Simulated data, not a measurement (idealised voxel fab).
process module | voxel wiring stack
cross-section cut | 265 nm wide | cells 5 nm
A cross-section is a grid of square cells, given in bands from the top down. A band is one or more rows of cells.
Each band's line starts with the height of the band's top and of its bottom, in nm. Then come its materials from left to right, each with its width in nm. One material with "throughout" fills the band from edge to edge. "air" is empty space.
Height 0 is the level under which the wafer as received is all one material. The lowest band goes on downwards, as in "0 down".
A width such as "30 to 40" changes by the same amount from each row of cells to the next, from the band's top row to its bottom row.
"no change" after a step means that no cell of the cross-section changed.
closed voids: empty space of 8 cells or more with no open way to the top, each as width x height at its distance from the left edge, in nm
after a step's settings: what the simulator itself notes on the step
overlay nm, on a step with a mask: how far to the right of its planned place the mask lay; to the left if negative
plan
1 op RECEIVE | material Si
2 op CONFORMAL_DEP | material SiO2 | thk nm 15
3 op CONFORMAL_DEP | material SiN | thk nm 5
4 op DIRECTIONAL_DEP | material SiO2 | thk nm 15
5 op PATTERN | tone open | mask id METAL_1 | material resist | width nm 20 | pitch nm 40 | thk nm 20 | overlay nm 0
6 op DIRECTIONAL_ETCH | etch materials SiO2 | depth nm 15
7 op DIRECTIONAL_ETCH | etch materials SiN | depth nm 5
8 op STRIP | etch materials resist
9 op CONFORMAL_DEP | material TiN | thk nm 5
10 op FILL_DEP | material Ru | thk nm 10
11 op CMP | height nm 35
12 op EPI | material Ru | thk nm 5
13 op FILL_DEP | material SiCN | thk nm 5
14 op DIRECTIONAL_DEP | material SiO2 | thk nm 20
15 op PATTERN | tone open | mask id PLUG_1 | material resist | width nm 15 | pitch nm 40 | thk nm 20 | overlay nm 0
16 op DIRECTIONAL_ETCH | etch materials SiO2 | depth nm 20
17 op DIRECTIONAL_ETCH | etch materials SiCN | depth nm 5
18 op STRIP | etch materials resist
19 op CONFORMAL_DEP | material TiN | thk nm 5
20 op FILL_DEP | material W | thk nm 10
21 op CMP | height nm 65
22 op DIRECTIONAL_DEP | material TiN | thk nm 5
23 op DIRECTIONAL_DEP | material W | thk nm 20
24 op MASKED_ETCH | tone cover | mask id METAL_2 | width nm 20 | pitch nm 40 | etch materials W | depth nm 20 | overlay nm 0
25 op MASKED_ETCH | tone cover | mask id METAL_2 | width nm 20 | pitch nm 40 | etch materials TiN | depth nm 5 | overlay nm 0
26 op CONFORMAL_DEP | material SiN | thk nm 5
27 op FILL_DEP | material SiO2 | thk nm 5
28 op CMP | height nm 90
29 op CONFORMAL_DEP | material SiCN | thk nm 5
30 op DIRECTIONAL_DEP | material SiO2 | thk nm 30
31 op PATTERN | tone open | mask id METAL_3 | material resist | width nm 20 | pitch nm 40 | thk nm 15 | overlay nm 0
32 op DIRECTIONAL_ETCH | etch materials SiO2 | depth nm 15
33 op STRIP | etch materials resist
34 op PATTERN | tone open | mask id METAL_3_HOLES | material resist | width nm 15 | pitch nm 40 | thk nm 15 | overlay nm 0
35 op DIRECTIONAL_ETCH | etch materials SiO2 | depth nm 15
36 op DIRECTIONAL_ETCH | etch materials SiCN | depth nm 5
37 op STRIP | etch materials resist
38 op CONFORMAL_DEP | material TiN | thk nm 5
39 op FILL_DEP | material Cu | thk nm 5
40 op CMP | height nm 125
41 op CONFORMAL_DEP | material SiN | thk nm 5
first wafer, as planned
as received, after step 1
  0 down: Si throughout
  closed voids: none
after step 2
  15 to 0: SiO2 throughout
  below 0: unchanged
after step 3
  20 to 15: SiN throughout
  below 15: unchanged
after step 4
  35 to 20: SiO2 throughout
  below 20: unchanged
after step 5
  55 to 35: resist 100 | air 20 | resist 20 | air 20 | resist 105
  below 35: unchanged
after step 6
  55 to 35: resist 100 | air 20 | resist 20 | air 20 | resist 105
  35 to 20: SiO2 100 | air 20 | SiO2 20 | air 20 | SiO2 105
  below 20: unchanged
after step 7
  55 to 35: resist 100 | air 20 | resist 20 | air 20 | resist 105
  35 to 20: SiO2 100 | air 20 | SiO2 20 | air 20 | SiO2 105
  20 to 15: SiN 100 | air 20 | SiN 20 | air 20 | SiN 105
  below 15: unchanged
after step 8
  35 to 20: SiO2 100 | air 20 | SiO2 20 | air 20 | SiO2 105
  below 20: unchanged
after step 9
  40 to 35: TiN 105 | air 10 | TiN 30 | air 10 | TiN 110
  35 to 20: SiO2 100 | TiN 5 | air 10 | TiN 5 | SiO2 20 | TiN 5 | air 10 | TiN 5 | SiO2 105
  20 to 15: SiN 100 | TiN 20 | SiN 20 | TiN 20 | SiN 105
  below 15: unchanged
after step 10
  50 to 40: Ru throughout
  40 to 35: TiN 105 | Ru 10 | TiN 30 | Ru 10 | TiN 110
  35 to 20: SiO2 100 | TiN 5 | Ru 10 | TiN 5 | SiO2 20 | TiN 5 | Ru 10 | TiN 5 | SiO2 105
  below 20: unchanged
after step 11
  35 to 20: SiO2 100 | TiN 5 | Ru 10 | TiN 5 | SiO2 20 | TiN 5 | Ru 10 | TiN 5 | SiO2 105
  below 20: unchanged
after step 12
  40 to 35: air 95 | Ru 30 | air 10 | Ru 30 | air 100
  below 35: unchanged
after step 13
  45 to 40: SiCN throughout
  40 to 35: SiCN 95 | Ru 30 | SiCN 10 | Ru 30 | SiCN 100
  below 35: unchanged
after step 14
  65 to 45: SiO2 throughout
  below 45: unchanged
after step 15
  85 to 65: resist 100 | air 15 | resist 25 | air 15 | resist 110
  below 65: unchanged
after step 16
  85 to 65: resist 100 | air 15 | resist 25 | air 15 | resist 110
  65 to 45: SiO2 100 | air 15 | SiO2 25 | air 15 | SiO2 110
  below 45: unchanged
after step 17
  85 to 65: resist 100 | air 15 | resist 25 | air 15 | resist 110
  65 to 45: SiO2 100 | air 15 | SiO2 25 | air 15 | SiO2 110
  45 to 40: SiCN 100 | air 15 | SiCN 25 | air 15 | SiCN 110
  below 40: unchanged
after step 18
  65 to 45: SiO2 100 | air 15 | SiO2 25 | air 15 | SiO2 110
  below 45: unchanged
after step 19
  70 to 65: TiN 105 | air 5 | TiN 35 | air 5 | TiN 115
  65 to 45: SiO2 100 | TiN 5 | air 5 | TiN 5 | SiO2 25 | TiN 5 | air 5 | TiN 5 | SiO2 110
  45 to 40: SiCN 100 | TiN 15 | SiCN 25 | TiN 15 | SiCN 110
  below 40: unchanged
after step 20
  80 to 70: W throughout
  70 to 65: TiN 105 | W 5 | TiN 35 | W 5 | TiN 115
  65 to 45: SiO2 100 | TiN 5 | W 5 | TiN 5 | SiO2 25 | TiN 5 | W 5 | TiN 5 | SiO2 110
  below 45: unchanged
after step 21
  65 to 45: SiO2 100 | TiN 5 | W 5 | TiN 5 | SiO2 25 | TiN 5 | W 5 | TiN 5 | SiO2 110
  below 45: unchanged
after step 22
  70 to 65: TiN throughout
  below 65: unchanged
after step 23
  90 to 70: W throughout
  below 70: unchanged
after step 24
  90 to 70: air 100 | W 20 | air 20 | W 20 | air 105
  below 70: unchanged
after step 25
  90 to 70: air 100 | W 20 | air 20 | W 20 | air 105
  70 to 65: air 100 | TiN 20 | air 20 | TiN 20 | air 105
  below 65: unchanged
after step 26
  95 to 90: air 95 | SiN 30 | air 10 | SiN 30 | air 100
  90 to 70: air 95 | SiN 5 | W 20 | SiN 5 | air 10 | SiN 5 | W 20 | SiN 5 | air 100
  70 to 65: SiN 100 | TiN 20 | SiN 20 | TiN 20 | SiN 105
  below 65: unchanged
after step 27
  100 to 95: SiO2 throughout
  95 to 90: SiO2 95 | SiN 30 | SiO2 10 | SiN 30 | SiO2 100
  90 to 70: SiO2 95 | SiN 5 | W 20 | SiN 5 | SiO2 10 | SiN 5 | W 20 | SiN 5 | SiO2 100
  below 70: unchanged
after step 28
  90 to 70: SiO2 95 | SiN 5 | W 20 | SiN 5 | SiO2 10 | SiN 5 | W 20 | SiN 5 | SiO2 100
  below 70: unchanged
after step 29
  95 to 90: SiCN throughout
  below 90: unchanged
after step 30
  125 to 95: SiO2 throughout
  below 95: unchanged
after step 31
  140 to 125: resist 100 | air 20 | resist 20 | air 20 | resist 105
  below 125: unchanged
after step 32
  140 to 125: resist 100 | air 20 | resist 20 | air 20 | resist 105
  125 to 110: SiO2 100 | air 20 | SiO2 20 | air 20 | SiO2 105
  below 110: unchanged
after step 33
  125 to 110: SiO2 100 | air 20 | SiO2 20 | air 20 | SiO2 105
  below 110: unchanged
after step 34
  140 to 125: resist 100 | air 15 | resist 25 | air 15 | resist 110
  125 to 110: SiO2 100 | air 15 | resist 5 | SiO2 20 | air 15 | resist 5 | SiO2 105
  below 110: unchanged
after step 35
  140 to 125: resist 100 | air 15 | resist 25 | air 15 | resist 110
  125 to 110: SiO2 100 | air 15 | resist 5 | SiO2 20 | air 15 | resist 5 | SiO2 105
  110 to 95: SiO2 100 | air 15 | SiO2 25 | air 15 | SiO2 110
  below 95: unchanged
after step 36
  140 to 125: resist 100 | air 15 | resist 25 | air 15 | resist 110
  125 to 110: SiO2 100 | air 15 | resist 5 | SiO2 20 | air 15 | resist 5 | SiO2 105
  110 to 95: SiO2 100 | air 15 | SiO2 25 | air 15 | SiO2 110
  95 to 90: SiCN 100 | air 15 | SiCN 25 | air 15 | SiCN 110
  below 90: unchanged
after step 37
  125 to 110: SiO2 100 | air 20 | SiO2 20 | air 20 | SiO2 105
  below 110: unchanged
after step 38
  130 to 125: TiN 105 | air 10 | TiN 30 | air 10 | TiN 110
  125 to 115: SiO2 100 | TiN 5 | air 10 | TiN 5 | SiO2 20 | TiN 5 | air 10 | TiN 5 | SiO2 105
  115 to 110: SiO2 100 | TiN 5 | air 5 | TiN 10 | SiO2 20 | TiN 5 | air 5 | TiN 10 | SiO2 105
  110 to 95: SiO2 100 | TiN 5 | air 5 | TiN 5 | SiO2 25 | TiN 5 | air 5 | TiN 5 | SiO2 110
  95 to 90: SiCN 100 | TiN 15 | SiCN 25 | TiN 15 | SiCN 110
  below 90: unchanged
after step 39
  135 to 130: Cu throughout
  130 to 125: TiN 105 | Cu 10 | TiN 30 | Cu 10 | TiN 110
  125 to 115: SiO2 100 | TiN 5 | Cu 10 | TiN 5 | SiO2 20 | TiN 5 | Cu 10 | TiN 5 | SiO2 105
  115 to 110: SiO2 100 | TiN 5 | Cu 5 | TiN 10 | SiO2 20 | TiN 5 | Cu 5 | TiN 10 | SiO2 105
  110 to 95: SiO2 100 | TiN 5 | Cu 5 | TiN 5 | SiO2 25 | TiN 5 | Cu 5 | TiN 5 | SiO2 110
  below 95: unchanged
after step 40
  125 to 115: SiO2 100 | TiN 5 | Cu 10 | TiN 5 | SiO2 20 | TiN 5 | Cu 10 | TiN 5 | SiO2 105
  below 115: unchanged
after step 41
  130 to 125: SiN throughout
  below 125: unchanged
second wafer: like start, like plan, one mistake. Through step 1 it matches the first wafer
when step 2 should have ended: no change
when step 3 should have ended
  5 to 0: SiN throughout
  below 0: unchanged
when step 4 should have ended
  20 to 5: SiO2 throughout
  below 5: unchanged
when step 5 should have ended
  40 to 20: resist 100 | air 20 | resist 20 | air 20 | resist 105
  below 20: unchanged
when step 6 should have ended
  40 to 20: resist 100 | air 20 | resist 20 | air 20 | resist 105
  20 to 5: SiO2 100 | air 20 | SiO2 20 | air 20 | SiO2 105
  below 5: unchanged
when step 7 should have ended
  40 to 20: resist 100 | air 20 | resist 20 | air 20 | resist 105
  20 to 5: SiO2 100 | air 20 | SiO2 20 | air 20 | SiO2 105
  5 to 0: SiN 100 | air 20 | SiN 20 | air 20 | SiN 105
  below 0: unchanged
when step 8 should have ended
  20 to 5: SiO2 100 | air 20 | SiO2 20 | air 20 | SiO2 105
  below 5: unchanged
when step 9 should have ended
  25 to 20: TiN 105 | air 10 | TiN 30 | air 10 | TiN 110
  20 to 5: SiO2 100 | TiN 5 | air 10 | TiN 5 | SiO2 20 | TiN 5 | air 10 | TiN 5 | SiO2 105
  5 to 0: SiN 100 | TiN 20 | SiN 20 | TiN 20 | SiN 105
  below 0: unchanged
when step 10 should have ended
  35 to 25: Ru throughout
  25 to 20: TiN 105 | Ru 10 | TiN 30 | Ru 10 | TiN 110
  20 to 5: SiO2 100 | TiN 5 | Ru 10 | TiN 5 | SiO2 20 | TiN 5 | Ru 10 | TiN 5 | SiO2 105
  below 5: unchanged
when step 11 should have ended: no change
when step 12 should have ended
  40 to 25: Ru throughout
  below 25: unchanged
when step 13 should have ended
  45 to 40: SiCN throughout
  below 40: unchanged
when step 14 should have ended
  65 to 45: SiO2 throughout
  below 45: unchanged
when step 15 should have ended
  85 to 65: resist 100 | air 15 | resist 25 | air 15 | resist 110
  below 65: unchanged
when step 16 should have ended
  85 to 65: resist 100 | air 15 | resist 25 | air 15 | resist 110
  65 to 45: SiO2 100 | air 15 | SiO2 25 | air 15 | SiO2 110
  below 45: unchanged
when step 17 should have ended
  85 to 65: resist 100 | air 15 | resist 25 | air 15 | resist 110
  65 to 45: SiO2 100 | air 15 | SiO2 25 | air 15 | SiO2 110
  45 to 40: SiCN 100 | air 15 | SiCN 25 | air 15 | SiCN 110
  below 40: unchanged
when step 18 should have ended
  65 to 45: SiO2 100 | air 15 | SiO2 25 | air 15 | SiO2 110
  below 45: unchanged
when step 19 should have ended
  70 to 65: TiN 105 | air 5 | TiN 35 | air 5 | TiN 115
  65 to 45: SiO2 100 | TiN 5 | air 5 | TiN 5 | SiO2 25 | TiN 5 | air 5 | TiN 5 | SiO2 110
  45 to 40: SiCN 100 | TiN 15 | SiCN 25 | TiN 15 | SiCN 110
  below 40: unchanged
when step 20 should have ended
  80 to 70: W throughout
  70 to 65: TiN 105 | W 5 | TiN 35 | W 5 | TiN 115
  65 to 45: SiO2 100 | TiN 5 | W 5 | TiN 5 | SiO2 25 | TiN 5 | W 5 | TiN 5 | SiO2 110
  below 45: unchanged
when step 21 should have ended
  65 to 45: SiO2 100 | TiN 5 | W 5 | TiN 5 | SiO2 25 | TiN 5 | W 5 | TiN 5 | SiO2 110
  below 45: unchanged
when step 22 should have ended
  70 to 65: TiN throughout
  below 65: unchanged
when step 23 should have ended
  90 to 70: W throughout
  below 70: unchanged
when step 24 should have ended
  90 to 70: air 100 | W 20 | air 20 | W 20 | air 105
  below 70: unchanged
when step 25 should have ended
  90 to 70: air 100 | W 20 | air 20 | W 20 | air 105
  70 to 65: air 100 | TiN 20 | air 20 | TiN 20 | air 105
  below 65: unchanged
when step 26 should have ended
  95 to 90: air 95 | SiN 30 | air 10 | SiN 30 | air 100
  90 to 70: air 95 | SiN 5 | W 20 | SiN 5 | air 10 | SiN 5 | W 20 | SiN 5 | air 100
  70 to 65: SiN 100 | TiN 20 | SiN 20 | TiN 20 | SiN 105
  below 65: unchanged
when step 27 should have ended
  100 to 95: SiO2 throughout
  95 to 90: SiO2 95 | SiN 30 | SiO2 10 | SiN 30 | SiO2 100
  90 to 70: SiO2 95 | SiN 5 | W 20 | SiN 5 | SiO2 10 | SiN 5 | W 20 | SiN 5 | SiO2 100
  below 70: unchanged
when step 28 should have ended
  90 to 70: SiO2 95 | SiN 5 | W 20 | SiN 5 | SiO2 10 | SiN 5 | W 20 | SiN 5 | SiO2 100
  below 70: unchanged
when step 29 should have ended
  95 to 90: SiCN throughout
  below 90: unchanged
when step 30 should have ended
  125 to 95: SiO2 throughout
  below 95: unchanged
when step 31 should have ended
  140 to 125: resist 100 | air 20 | resist 20 | air 20 | resist 105
  below 125: unchanged
when step 32 should have ended
  140 to 125: resist 100 | air 20 | resist 20 | air 20 | resist 105
  125 to 110: SiO2 100 | air 20 | SiO2 20 | air 20 | SiO2 105
  below 110: unchanged
when step 33 should have ended
  125 to 110: SiO2 100 | air 20 | SiO2 20 | air 20 | SiO2 105
  below 110: unchanged
when step 34 should have ended
  140 to 125: resist 100 | air 15 | resist 25 | air 15 | resist 110
  125 to 110: SiO2 100 | air 15 | resist 5 | SiO2 20 | air 15 | resist 5 | SiO2 105
  below 110: unchanged
when step 35 should have ended
  140 to 125: resist 100 | air 15 | resist 25 | air 15 | resist 110
  125 to 110: SiO2 100 | air 15 | resist 5 | SiO2 20 | air 15 | resist 5 | SiO2 105
  110 to 95: SiO2 100 | air 15 | SiO2 25 | air 15 | SiO2 110
  below 95: unchanged
when step 36 should have ended
  140 to 125: resist 100 | air 15 | resist 25 | air 15 | resist 110
  125 to 110: SiO2 100 | air 15 | resist 5 | SiO2 20 | air 15 | resist 5 | SiO2 105
  110 to 95: SiO2 100 | air 15 | SiO2 25 | air 15 | SiO2 110
  95 to 90: SiCN 100 | air 15 | SiCN 25 | air 15 | SiCN 110
  below 90: unchanged
when step 37 should have ended
  125 to 110: SiO2 100 | air 20 | SiO2 20 | air 20 | SiO2 105
  below 110: unchanged
when step 38 should have ended
  130 to 125: TiN 105 | air 10 | TiN 30 | air 10 | TiN 110
  125 to 115: SiO2 100 | TiN 5 | air 10 | TiN 5 | SiO2 20 | TiN 5 | air 10 | TiN 5 | SiO2 105
  115 to 110: SiO2 100 | TiN 5 | air 5 | TiN 10 | SiO2 20 | TiN 5 | air 5 | TiN 10 | SiO2 105
  110 to 95: SiO2 100 | TiN 5 | air 5 | TiN 5 | SiO2 25 | TiN 5 | air 5 | TiN 5 | SiO2 110
  95 to 90: SiCN 100 | TiN 15 | SiCN 25 | TiN 15 | SiCN 110
  below 90: unchanged
when step 39 should have ended
  135 to 130: Cu throughout
  130 to 125: TiN 105 | Cu 10 | TiN 30 | Cu 10 | TiN 110
  125 to 115: SiO2 100 | TiN 5 | Cu 10 | TiN 5 | SiO2 20 | TiN 5 | Cu 10 | TiN 5 | SiO2 105
  115 to 110: SiO2 100 | TiN 5 | Cu 5 | TiN 10 | SiO2 20 | TiN 5 | Cu 5 | TiN 10 | SiO2 105
  110 to 95: SiO2 100 | TiN 5 | Cu 5 | TiN 5 | SiO2 25 | TiN 5 | Cu 5 | TiN 5 | SiO2 110
  below 95: unchanged
when step 40 should have ended
  125 to 115: SiO2 100 | TiN 5 | Cu 10 | TiN 5 | SiO2 20 | TiN 5 | Cu 10 | TiN 5 | SiO2 105
  below 115: unchanged
when step 41 should have ended
  130 to 125: SiN throughout
  below 125: unchanged
what went wrong: step 2 was left out
at the end the second wafer has, in cells: 151 more of Ru | 41 fewer of SiCN | 159 fewer of SiO2 | 49 more of TiN
